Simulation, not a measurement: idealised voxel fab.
A process module follows: voxel wiring stack.
Xsec cut, 220 nm wide, square cell size 5 nm.
Cross-section, as written here: a square-cell grid given band by band from the top down, where a band holds one or more rows of cells. Each band's line starts with the height of the band's top and of its bottom, in nm. Then come its materials from left to right, each with its width in nm. One material with "edge to edge" fills the band from edge to edge. "air" is empty space. Note: height 0 marks the level under which the wafer is uniformly one material as received. Lowest band unbounded below, written "from 0 down". Think of "30 to 40" as a width that walks from the first number to the second as you go down the band, top row to bottom row, taking equal-sized steps from row to row. It should be understood that the words "no modification", when stated for a given step, signify that the cross-section underwent no change in any of its cells during that step. Empty spaces counting at least 8 cells and having no open way to the top are listed in "Voids lacking openings". The notation width x height at distance is used for each, the distance being from the left edge and all three values in nm. It should be noted that, on the line of a given step, the content following the step's settings is a remark produced by the simulator itself with respect to that step. "overlay nm", when on a step's line for a step with a mask, measures how far to the right of its planned place the mask lay; a negative measure means to the left.

PLAN
- 1: RECEIVE (material Si)
- 2: CONFORMAL_DEP (material SiO2; thk nm 10)
- 3: DIRECTIONAL_DEP (material TiN; thk nm 5)
- 4: DIRECTIONAL_DEP (material Ru; thk nm 15)
- 5: MASKED_ETCH (tone cover; mask id METAL_1; width nm 30; pitch nm 50; etch materials Ru; depth nm 15; overlay nm 0)
- 6: MASKED_ETCH (tone cover; mask id METAL_1; width nm 30; pitch nm 50; etch materials TiN; depth nm 5; overlay nm 0)
- 7: FILL_DEP (material lowk; thk nm 5)
- 8: CMP (height nm 30)
- 9: CONFORMAL_DEP (material SiCN; thk nm 5)
- 10: DIRECTIONAL_DEP (material lowk; thk nm 10)
- 11: MASKED_ETCH (tone open; mask id PLUG_1; width nm 15; pitch nm 50; etch materials lowk; depth nm 10; overlay nm 0)
- 12: MASKED_ETCH (tone open; mask id PLUG_1; width nm 15; pitch nm 50; etch materials SiCN; depth nm 5; overlay nm 0)
- 13: EPI (material Ru; thk nm 10)
- 14: EPI (material Ru; thk nm 5)
- 15: DIRECTIONAL_DEP (material TiN; thk nm 5)
- 16: DIRECTIONAL_DEP (material Ru; thk nm 20)
- 17: DIRECTIONAL_DEP (material aC; thk nm 10)
- 18: PATTERN (tone cover; mask id METAL_2; material resist; width nm 30; pitch nm 50; thk nm 30; overlay nm 0)
- 19: DIRECTIONAL_ETCH (etch materials aC; depth nm 10)
- 20: STRIP (etch materials resist)
- 21: DIRECTIONAL_ETCH (etch materials Ru; depth nm 20)
- 22: DIRECTIONAL_ETCH (etch materials TiN; depth nm 5)
- 23: STRIP (etch materials aC)
- 24: CONFORMAL_DEP (material SiN; thk nm 5)
- 25: FILL_DEP (material SiO2; thk nm 5)
- 26: CMP (height nm 70)
- 27: CONFORMAL_DEP (material SiCN; thk nm 5)
- 28: DIRECTIONAL_DEP (material lowk; thk nm 20)
- 29: PATTERN (tone open; mask id PLUG_2; material resist; width nm 15; pitch nm 50; thk nm 20; overlay nm 0)
- 30: DIRECTIONAL_ETCH (etch materials lowk; depth nm 20)
- 31: DIRECTIONAL_ETCH (etch materials SiCN; depth nm 5)
- 32: STRIP (etch materials resist)
- 33: EPI (material Ru; thk nm 10)
- 34: EPI (material Ru; thk nm 10)
- 35: EPI (material Ru; thk nm 5)
- 36: CONFORMAL_DEP (material SiCN; thk nm 5)
- 37: DIRECTIONAL_DEP (material lowk; thk nm 25)
- 38: MASKED_ETCH (tone open; mask id METAL_3; width nm 30; pitch nm 50; etch materials lowk; depth nm 25; overlay nm 0)
- 39: MASKED_ETCH (tone open; mask id METAL_3; width nm 30; pitch nm 50; etch materials SiCN; depth nm 5; overlay nm 0)
- 40: CONFORMAL_DEP (material TiN; thk nm 5)
- 41: FILL_DEP (material W; thk nm 5)
- 42: CMP (height nm 125)
- 43: EPI (material Ru; thk nm 5)
- 44: FILL_DEP (material SiCN; thk nm 5)

DELIVERED WAFER IN CROSS-SECTION: STATE AFTER STEP 1
  from 0 down  Si edge to edge
  Voids lacking openings: none

END-OF-MODULE CROSS-SECTION OF THE FIRST OF TWO WAFERS, PROCESSED AS PLANNED
  from 135 to 130  SiCN edge to edge
  from 130 to 125  40 of SiCN / 40 of Ru / 10 of SiCN / 40 of Ru / 10 of SiCN / 40 of Ru / 40 of SiCN
  from 125 to 100  45 of lowk / 5 of TiN / 20 of W / 5 of TiN / 20 of lowk / 5 of TiN / 20 of W / 5 of TiN / 20 of lowk / 5 of TiN / 20 of W / 5 of TiN / 45 of lowk
  from 100 to 95  45 of SiCN / 30 of TiN / 20 of SiCN / 30 of TiN / 20 of SiCN / 30 of TiN / 45 of SiCN
  from 95 to 75  45 of lowk / 15 of Ru / 35 of lowk / 15 of Ru / 35 of lowk / 15 of Ru / 60 of lowk
  from 75 to 70  45 of SiCN / 15 of Ru / 35 of SiCN / 15 of Ru / 35 of SiCN / 15 of Ru / 60 of SiCN
  from 70 to 50  40 of SiO2 / 5 of SiN / 30 of Ru / 5 of SiN / 10 of SiO2 / 5 of SiN / 30 of Ru / 5 of SiN / 10 of SiO2 / 5 of SiN / 30 of Ru / 5 of SiN / 40 of SiO2
  from 50 to 45  45 of SiN / 30 of TiN / 20 of SiN / 30 of TiN / 20 of SiN / 30 of TiN / 45 of SiN
  from 45 to 35  45 of lowk / 15 of Ru / 35 of lowk / 15 of Ru / 35 of lowk / 15 of Ru / 60 of lowk
  from 35 to 30  45 of SiCN / 15 of Ru / 35 of SiCN / 15 of Ru / 35 of SiCN / 15 of Ru / 60 of SiCN
  from 30 to 15  45 of lowk / 30 of Ru / 20 of lowk / 30 of Ru / 20 of lowk / 30 of Ru / 45 of lowk
  from 15 to 10  45 of lowk / 30 of TiN / 20 of lowk / 30 of TiN / 20 of lowk / 30 of TiN / 45 of lowk
  from 10 to 0  SiO2 edge to edge
  from 0 down  Si edge to edge
  Voids lacking openings: none

WAFER TWO (OF TWO), END-OF-MODULE CROSS-SECTION: START = WAFER ONE, PLAN = WAFER ONE, ONE RUN MISTAKE
  from 135 to 130  SiCN edge to edge
  from 130 to 125  40 of SiCN / 40 of Ru / 10 of SiCN / 40 of Ru / 10 of SiCN / 40 of Ru / 40 of SiCN
  from 125 to 100  45 of lowk / 5 of TiN / 20 of W / 5 of TiN / 20 of lowk / 5 of TiN / 20 of W / 5 of TiN / 20 of lowk / 5 of TiN / 20 of W / 5 of TiN / 45 of lowk
  from 100 to 95  45 of SiCN / 30 of TiN / 20 of SiCN / 30 of TiN / 20 of SiCN / 30 of TiN / 45 of SiCN
  from 95 to 75  45 of lowk / 5 of SiCN / 5 of TiN / 5 of SiCN / 35 of lowk / 5 of SiCN / 5 of TiN / 5 of SiCN / 35 of lowk / 5 of SiCN / 5 of TiN / 5 of SiCN / 60 of lowk
  from 75 to 70  50 of SiCN / 5 of TiN / 45 of SiCN / 5 of TiN / 45 of SiCN / 5 of TiN / 65 of SiCN
  from 70 to 60  55 to 40 of SiO2 / 5 to 20 of SiN / 15 of Ru / 5 of SiN / 25 to 10 of SiO2 / 5 to 20 of SiN / 15 of Ru / 5 of SiN / 25 to 10 of SiO2 / 5 to 20 of SiN / 15 of Ru / 5 of SiN / 40 of SiO2
  from 60 to 50  40 of SiO2 / 5 of SiN / 30 of Ru / 5 of SiN / 10 of SiO2 / 5 of SiN / 30 of Ru / 5 of SiN / 10 of SiO2 / 5 of SiN / 30 of Ru / 5 of SiN / 40 of SiO2
  from 50 to 45  45 of SiN / 15 of Ru / 15 of TiN / 20 of SiN / 15 of Ru / 15 of TiN / 20 of SiN / 15 of Ru / 15 of TiN / 45 of SiN
  from 45 to 40  45 of lowk / 15 of Ru / 35 of lowk / 15 of Ru / 35 of lowk / 15 of Ru / 60 of lowk
  from 40 to 35  45 of lowk / 15 of TiN / 35 of lowk / 15 of TiN / 35 of lowk / 15 of TiN / 60 of lowk
  from 35 to 30  SiO2 edge to edge
  from 30 to 15  45 of lowk / 30 of Ru / 20 of lowk / 30 of Ru / 20 of lowk / 30 of Ru / 45 of lowk
  from 15 to 10  45 of lowk / 30 of TiN / 20 of lowk / 30 of TiN / 20 of lowk / 30 of TiN / 45 of lowk
  from 10 to 0  SiO2 edge to edge
  from 0 down  Si edge to edge
  Voids lacking openings: none
Which mistake was made when the wafer was run? the process deviated at step 9: the operation and settings actually run there were CONFORMAL_DEP (material SiO2; thk nm 5)
Upon completion, the second wafer contains, in terms of cells, a greater or smaller amount of certain materials than the first wafer: 72 fewer of Ru | 5 fewer of SiCN | 9 more of SiN | 53 more of SiO2 | 15 more of TiN
